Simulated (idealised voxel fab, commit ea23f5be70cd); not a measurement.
This section sets out a process module, namely voxel released beams.
205 nm wide, 5 nm square cells: that's cross-section cut.
A cross-section is written here as square cells arranged in a grid, and it is given in bands from the top down, each band taking up one or more rows of cells.
It is stipulated that each band's entry specify, in nanometres, the height of the top of the band and then that of its bottom, followed by the materials of the band in left-to-right sequence, each together with its width in nanometres. A single material marked by the word "everywhere" is understood to fill the band from edge to edge; the word "air" is understood to denote empty space.
Heights are expressed relative to 0, this being the level below which the as-received wafer comprises one material exclusively. The lowest band is unbounded in the downward direction and is denoted as in "0 -> down".
So if you see something like "30->40" for the width, read it as the top row of the band sitting at the first number and the bottom row at the second, with every row in between moving by the same amount as the last.
Take "identical to before" at face value: in the step it is given for, the cross-section changed in none of its cells.
Closed-off voids of 8+ cells (no open route to the top) go in "Sealed void listing", written width x height at distance from the left edge, in nm.
Heads up: the bit after the settings on a step's line is the simulator's remark on that step.
If you see "overlay nm" on a step's line and that step has a mask, it's telling you how far right of where it was planned the mask ended up; a negative number means it went left instead.

Process steps (planned)
- 1: RECEIVE [material Si]
- 2: CONFORMAL_DEP [material SiN] [thk nm 10]
- 3: DIRECTIONAL_DEP [material SiO2] [thk nm 15]
- 4: DIRECTIONAL_DEP [material aC] [thk nm 10]
- 5: PATTERN [tone open] [mask id ANCHOR] [material resist] [width nm 35] [thk nm 25] [overlay nm 0]
- 6: DIRECTIONAL_ETCH [etch materials aC] [depth nm 10]
- 7: STRIP [etch materials resist]
- 8: DIRECTIONAL_ETCH [etch materials SiO2] [depth nm 15]
- 9: STRIP [etch materials aC]
- 10: CONFORMAL_DEP [material TiN] [thk nm 15]
- 11: MASKED_ETCH [tone cover] [mask id BEAM] [width nm 80] [etch materials TiN] [depth nm 15] [overlay nm 0]
- 12: STRIP [etch materials SiO2]

The first of two wafers, run as planned

Delivered wafer in cross-section: state after step 1
> 0 -> down = Si everywhere
> Sealed void listing: none

After step 2, in cross-section
> 10 -> 0 = SiN everywhere
> Under the height 0 nothing was changed.

After step 3, in cross-section
> 25 -> 10 = SiO2 everywhere
> Under the height 10 nothing was changed.

After step 4, in cross-section
> 35 -> 25 = aC everywhere
> Under the height 25 nothing was changed.

After step 5, in cross-section
> 60 -> 35 = 65 resist; 35 air; 105 resist
> Under the height 35 nothing was changed.

After step 6, in cross-section
> 50 -> 35 = 65 resist; 35 air; 105 resist
> 35 -> 25 = 65 aC; 35 air; 105 aC
> Under the height 25 nothing was changed.

After step 7, in cross-section
> 35 -> 25 = 65 aC; 35 air; 105 aC
> Under the height 25 nothing was changed.

After step 8, in cross-section
> 35 -> 25 = 65 aC; 35 air; 105 aC
> 25 -> 10 = 65 SiO2; 35 air; 105 SiO2
> Under the height 10 nothing was changed.

After step 9, in cross-section
> 25 -> 10 = 65 SiO2; 35 air; 105 SiO2
> Under the height 10 nothing was changed.

After step 10, in cross-section
> 40 -> 25 = 80 TiN; 5 air; 120 TiN
> 25 -> 10 = 65 SiO2; 35 TiN; 105 SiO2
> Under the height 10 nothing was changed.

After step 11, in cross-section
> 40 -> 25 = 60 air; 20 TiN; 5 air; 55 TiN; 65 air
> Under the height 25 nothing was changed.

After step 12, in cross-section
> 40 -> 25 = 60 air; 20 TiN; 5 air; 55 TiN; 65 air
> 25 -> 10 = 65 air; 35 TiN; 105 air
> Under the height 10 nothing was changed.

It is to be noted that the second wafer proceeded from the same initial state and according to the same plan as the first, although one mistake was committed in its execution; through step 4, inclusive, the two wafers share an identical history

Cross-sectional representation of the second wafer at the time designated in the plan for the completion of step 5
> 60 -> 35 = 65 resist; 40 air; 100 resist
> Under the height 35 nothing was changed.

Cross-sectional representation of the second wafer at the time designated in the plan for the completion of step 6
> 50 -> 35 = 65 resist; 40 air; 100 resist
> 35 -> 25 = 65 aC; 40 air; 100 aC
> Under the height 25 nothing was changed.

Cross-sectional representation of the second wafer at the time designated in the plan for the completion of step 7
> 35 -> 25 = 65 aC; 40 air; 100 aC
> Under the height 25 nothing was changed.

Cross-sectional representation of the second wafer at the time designated in the plan for the completion of step 8
> 35 -> 25 = 65 aC; 40 air; 100 aC
> 25 -> 10 = 65 SiO2; 40 air; 100 SiO2
> Under the height 10 nothing was changed.

Cross-sectional representation of the second wafer at the time designated in the plan for the completion of step 9
> 25 -> 10 = 65 SiO2; 40 air; 100 SiO2
> Under the height 10 nothing was changed.

Cross-sectional representation of the second wafer at the time designated in the plan for the completion of step 10
> 40 -> 25 = 80 TiN; 10 air; 115 TiN
> 25 -> 10 = 65 SiO2; 40 TiN; 100 SiO2
> Under the height 10 nothing was changed.

Cross-sectional representation of the second wafer at the time designated in the plan for the completion of step 11
> 40 -> 25 = 60 air; 20 TiN; 10 air; 50 TiN; 65 air
> Under the height 25 nothing was changed.

Cross-sectional representation of the second wafer at the time designated in the plan for the completion of step 12
> 40 -> 25 = 60 air; 20 TiN; 10 air; 50 TiN; 65 air
> 25 -> 10 = 65 air; 40 TiN; 100 air
> Under the height 10 nothing was changed.
Here's what went sideways: rather than as planned, step 5 actually ran as PATTERN [tone open] [mask id ANCHOR] [material resist] [width nm 40] [thk nm 25] [overlay nm 0]
Cell counts per material: same on both final wafers. Positions: different.
